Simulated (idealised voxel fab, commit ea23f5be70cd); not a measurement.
The process module presented herein is designated voxel transistor to metal.
Displayed cross-section: cut, width of 180 nm, square cells sized 5 nm.
Throughout this document, each cross-section is represented as a grid of square cells and is presented as a sequence of bands enumerated from the top downward, where a band comprises one or more rows of cells. Heads up on the band format: heights come first, top then bottom, in nm. After that it's the materials left to right, each with its width in nm. A single material flagged "full width" fills the whole band edge to edge, and "blank" means there's empty space there. Heights are reckoned from 0. Under this level, the received wafer is all of one material. The bottommost band is open-ended downward, for example "0 and below". So if you see something like "30..40" for the width, read it as the top row of the band sitting at the first number and the bottom row at the second, with every row in between moving by the same amount as the last. When a step is marked "nothing different", none of the cells in the cross-section changed during that step. "Closed void catalog" means: voids of 8 cells or more that are shut off from the top with no open way through. Written width x height at distance, distance from the left edge, in nm. Where a step's line continues beyond its settings, the continuation is a remark by the simulator itself on that step. The line of a step may include "overlay nm". On a step with a mask, this value is how far to the right of its planned place the mask lay. A negative value means the mask lay to the left.
**Process steps foreseen in the plan**
1 RECEIVE (material Si)
2 OXIDIZE (depth nm 5)
3 CONFORMAL_DEP (material SiN; thk nm 10)
4 PATTERN (tone cover; mask id ACTIVE; material resist; width nm 95; thk nm 15; overlay nm 0)
5 DIRECTIONAL_ETCH (etch materials SiN; depth nm 10)
6 DIRECTIONAL_ETCH (etch materials SiO2; depth nm 5)
7 DIRECTIONAL_ETCH (etch materials Si; depth nm 25)
8 STRIP (etch materials resist)
9 OXIDIZE (depth nm 5)
10 FILL_DEP (material SiO2; thk nm 15)
11 CMP (height nm 10)
12 SELECTIVE_ETCH (etch materials SiO2; depth nm 5)
13 STRIP (etch materials SiN)
14 SELECTIVE_ETCH (etch materials SiO2; depth nm 5)
15 OXIDIZE (depth nm 5)
16 DIRECTIONAL_DEP (material polySi; thk nm 20)
17 DIRECTIONAL_DEP (material SiCN; thk nm 10)
18 MASKED_ETCH (tone cover; mask id GATE; width nm 15; etch materials SiCN; depth nm 20; overlay nm 0)
19 MASKED_ETCH (tone cover; mask id GATE; width nm 15; etch materials polySi; depth nm 30; overlay nm 0)
20 CONFORMAL_DEP (material SiO2; thk nm 5)
21 DIRECTIONAL_ETCH (etch materials SiO2; depth nm 5)
22 CONFORMAL_DEP (material SiN; thk nm 10)
23 DIRECTIONAL_ETCH (etch materials SiN; depth nm 10)
24 DIRECTIONAL_ETCH (etch materials SiO2; depth nm 5)
25 DIRECTIONAL_ETCH (etch materials Si; depth nm 15)
26 EPI (material nSi; thk nm 20)
27 FILL_DEP (material SiO2; thk nm 5)
28 CMP (height nm 25)
29 DIRECTIONAL_DEP (material SiO2; thk nm 10)
30 PATTERN (tone open; mask id CONTACT; material resist; width nm 25; pitch nm 50; thk nm 15; overlay nm 0)
31 DIRECTIONAL_ETCH (etch materials SiO2; depth nm 25)
32 STRIP (etch materials resist)
33 CONFORMAL_DEP (material TiN; thk nm 5)
34 FILL_DEP (material Ru; thk nm 5)
35 CMP (height nm 35)
36 CONFORMAL_DEP (material SiN; thk nm 5)
37 DIRECTIONAL_DEP (material lowk; thk nm 20)
38 PATTERN (tone open; mask id METAL_1; material resist; width nm 15; pitch nm 60; thk nm 20; overlay nm 0)
39 DIRECTIONAL_ETCH (etch materials lowk; depth nm 20)
40 DIRECTIONAL_ETCH (etch materials SiN; depth nm 5)
41 STRIP (etch materials resist)
42 CONFORMAL_DEP (material TiN; thk nm 5)
43 FILL_DEP (material W; thk nm 5)
44 CMP (height nm 60)
45 CONFORMAL_DEP (material SiCN; thk nm 5)
**Cross-section, incoming material, after step 1**
- 0 and below = Si full width
- Closed void catalog: none
**a wafer at the end: this start, this plan, one mistake**
- 65 down to 60 = SiCN full width
- 60 down to 40 = lowk: 50 / TiN: 5 / W: 5 / TiN: 5 / lowk: 45 / TiN: 5 / W: 5 / TiN: 5 / lowk: 55
- 40 down to 35 = SiN: 50 / TiN: 15 / SiN: 45 / TiN: 15 / SiN: 55
- 35 down to 25 = SiO2: 50 / TiN: 5 / Ru: 15..5 / TiN: 5..15 / SiO2: 25 / TiN: 5..15 / Ru: 15..5 / TiN: 5 / SiO2: 55
- 25 down to 15 = SiO2: 50 / TiN: 5 / Ru: 5 / TiN: 5 / SiN: 10 / SiO2: 5 / SiCN: 15 / SiO2: 5 / SiN: 10 / TiN: 5 / Ru: 5 / TiN: 5 / SiO2: 55
- 15 down to 10 = SiO2: 50 / TiN: 15 / SiN: 10 / SiO2: 5 / polySi: 15 / SiO2: 5 / SiN: 10 / TiN: 15 / SiO2: 55
- 10 down to 0 = SiO2: 65 / SiN: 10 / SiO2: 5 / polySi: 15 / SiO2: 5 / SiN: 10 / SiO2: 70
- 0 down to -5 = SiO2: 40 / SiN: 10 / SiO2: 15 / SiN: 10 / SiO2: 5 / polySi: 15 / SiO2: 5 / SiN: 10 / SiO2: 15 / SiN: 10 / SiO2: 45
- -5 down to -10 = SiO2: 50 / nSi: 15 / SiO2: 45 / nSi: 15 / SiO2: 55
- -10 down to -35 = SiO2: 45 / Si: 85 / SiO2: 50
- -35 and below = Si full width
- Closed void catalog: none
Which mistake was made when the wafer was run? steps 25 and 26 were swapped
